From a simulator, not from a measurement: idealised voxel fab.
Process module name: voxel capacitor over wiring
This is section cut - it's 235 nm across, gridded in 5 nm square cells.
A cross-section is a grid of square cells, given in bands from the top down. A band is one or more rows of cells. Per band: top height and bottom height in nm, followed by the left-to-right materials and their widths in nm; "all across" marks a single material spanning edge to edge, "empty" marks empty space. Basically, 0 is our baseline, since under it the wafer straight out of the box is all one material. The bottom band has no lower end and keeps on going down, so it looks like "top 0, no bottom". The two numbers in a width such as "30 to 40" mark its ends across the band: the first belongs to the top row of cells, the second to the bottom row, and from each row to the next the width moves by the same amount. A step reported as "left unchanged" is a step in which no cell of the cross-section changed. Entry "Closed empty spaces" = empty spaces >= 8 cells with no open way to the top; each as width x height at distance, distance from left edge, all nm. Anything after a step's settings on that line? It's the simulator's own note about the step. The setting "overlay nm" may be written on the line of a step. When the step uses a mask, the value reports how far to the right of the planned place the mask lay, and a negative value reports that it lay to the left.

The steps planned for the process are as follows
| 1 | RECEIVE with material Si |
| 2 | CONFORMAL_DEP with material SiO2, thk nm 10 |
| 3 | CONFORMAL_DEP with material SiCN, thk nm 5 |
| 4 | DIRECTIONAL_DEP with material lowk, thk nm 20 |
| 5 | DIRECTIONAL_DEP with material aC, thk nm 15 |
| 6 | PATTERN with tone open, mask id METAL_1, material resist, width nm 30, pitch nm 85, thk nm 30, overlay nm 0 |
| 7 | DIRECTIONAL_ETCH with etch materials aC, depth nm 15 |
| 8 | STRIP with etch materials resist |
| 9 | DIRECTIONAL_ETCH with etch materials lowk, depth nm 20 |
| 10 | DIRECTIONAL_ETCH with etch materials SiCN, depth nm 5 |
| 11 | STRIP with etch materials aC |
| 12 | CONFORMAL_DEP with material TiN, thk nm 5 |
| 13 | FILL_DEP with material Ru, thk nm 10 |
| 14 | CMP with height nm 35 |
| 15 | CONFORMAL_DEP with material SiCN, thk nm 5 |
| 16 | DIRECTIONAL_DEP with material lowk, thk nm 10 |
| 17 | MASKED_ETCH with tone open, mask id PLUG_1, width nm 15, etch materials lowk, depth nm 10, overlay nm 0 |
| 18 | MASKED_ETCH with tone open, mask id PLUG_1, width nm 15, etch materials SiCN, depth nm 5, overlay nm 0 |
| 19 | EPI with material Ru, thk nm 10 |
| 20 | EPI with material Ru, thk nm 5 |
| 21 | DIRECTIONAL_DEP with material TiN, thk nm 10 |
| 22 | DIRECTIONAL_DEP with material HfO2, thk nm 5 |
| 23 | DIRECTIONAL_DEP with material TiN, thk nm 5 |
| 24 | PATTERN with tone cover, mask id UPPER_PLATE, material resist, width nm 60, thk nm 15, overlay nm 0 |
| 25 | DIRECTIONAL_ETCH with etch materials TiN, depth nm 5 |
| 26 | DIRECTIONAL_ETCH with etch materials HfO2, depth nm 5 |
| 27 | STRIP with etch materials resist |
| 28 | PATTERN with tone cover, mask id LOWER_PLATE, material resist, width nm 70, thk nm 20, overlay nm 0 |
| 29 | DIRECTIONAL_ETCH with etch materials TiN, depth nm 10 |
| 30 | STRIP with etch materials resist |
| 31 | FILL_DEP with material SiO2, thk nm 20 |
| 32 | CMP with height nm 85 |
| 33 | DIRECTIONAL_DEP with material aC, thk nm 10 |
| 34 | PATTERN with tone open, mask id PLUG_2, material resist, width nm 15, thk nm 30, overlay nm 0 |
| 35 | DIRECTIONAL_ETCH with etch materials aC, depth nm 10 |
| 36 | STRIP with etch materials resist |
| 37 | DIRECTIONAL_ETCH with etch materials SiO2, depth nm 15 |
| 38 | STRIP with etch materials aC |
| 39 | CONFORMAL_DEP with material TiN, thk nm 5 |
| 40 | FILL_DEP with material Cu, thk nm 5 |
| 41 | CMP with height nm 85 |
| 42 | CONFORMAL_DEP with material SiN, thk nm 5 |

Received-state cross-section, reflecting completion of step 1
* top 0, no bottom | Si all across
* Closed empty spaces: none

First wafer at the end, as planned
* top 90, bottom 85 | SiN all across
* top 85, bottom 75 | 85 nm SiO2 | 5 nm TiN | 5 nm Cu | 5 nm TiN | 135 nm SiO2
* top 75, bottom 65 | 85 to 75 nm SiO2 | 15 to 60 nm TiN | 135 to 100 nm SiO2
* top 65, bottom 60 | 75 nm SiO2 | 60 nm HfO2 | 100 nm SiO2
* top 60, bottom 50 | 70 nm SiO2 | 70 nm TiN | 95 nm SiO2
* top 50, bottom 40 | 75 nm lowk | 15 nm Ru | 145 nm lowk
* top 40, bottom 35 | 75 nm SiCN | 15 nm Ru | 145 nm SiCN
* top 35, bottom 15 | 60 nm lowk | 5 nm TiN | 20 nm Ru | 5 nm TiN | 55 nm lowk | 5 nm TiN | 20 nm Ru | 5 nm TiN | 60 nm lowk
* top 15, bottom 10 | 60 nm SiCN | 30 nm TiN | 55 nm SiCN | 30 nm TiN | 60 nm SiCN
* top 10, bottom 0 | SiO2 all across
* top 0, no bottom | Si all across
* Closed empty spaces: none

Wafer two (of two), end-of-module cross-section: start = wafer one, plan = wafer one, one run mistake
* top 90, bottom 85 | SiN all across
* top 85, bottom 80 | 75 nm SiO2 | 60 nm TiN | 100 nm SiO2
* top 80, bottom 75 | 75 nm SiO2 | 60 nm HfO2 | 100 nm SiO2
* top 75, bottom 65 | 70 nm SiO2 | 70 nm TiN | 95 nm SiO2
* top 65, bottom 55 | 75 nm lowk | 15 nm Ru | 145 nm lowk
* top 55, bottom 50 | 75 nm SiCN | 15 nm Ru | 145 nm SiCN
* top 50, bottom 40 | Ru all across
* top 40, bottom 35 | 65 nm TiN | 20 nm Ru | 65 nm TiN | 20 nm Ru | 65 nm TiN
* top 35, bottom 15 | 60 nm lowk | 5 nm TiN | 20 nm Ru | 5 nm TiN | 55 nm lowk | 5 nm TiN | 20 nm Ru | 5 nm TiN | 60 nm lowk
* top 15, bottom 10 | 60 nm SiCN | 30 nm TiN | 55 nm SiCN | 30 nm TiN | 60 nm SiCN
* top 10, bottom 0 | SiO2 all across
* top 0, no bottom | Si all across
* Closed empty spaces: none
So what did we get wrong on this run? step 14 of the plan was excluded from execution and never run
The final cell counts differ between the wafers, with the second having more or fewer of some materials than the first: Cu -2, Ru +102, SiO2 -132, TiN +32
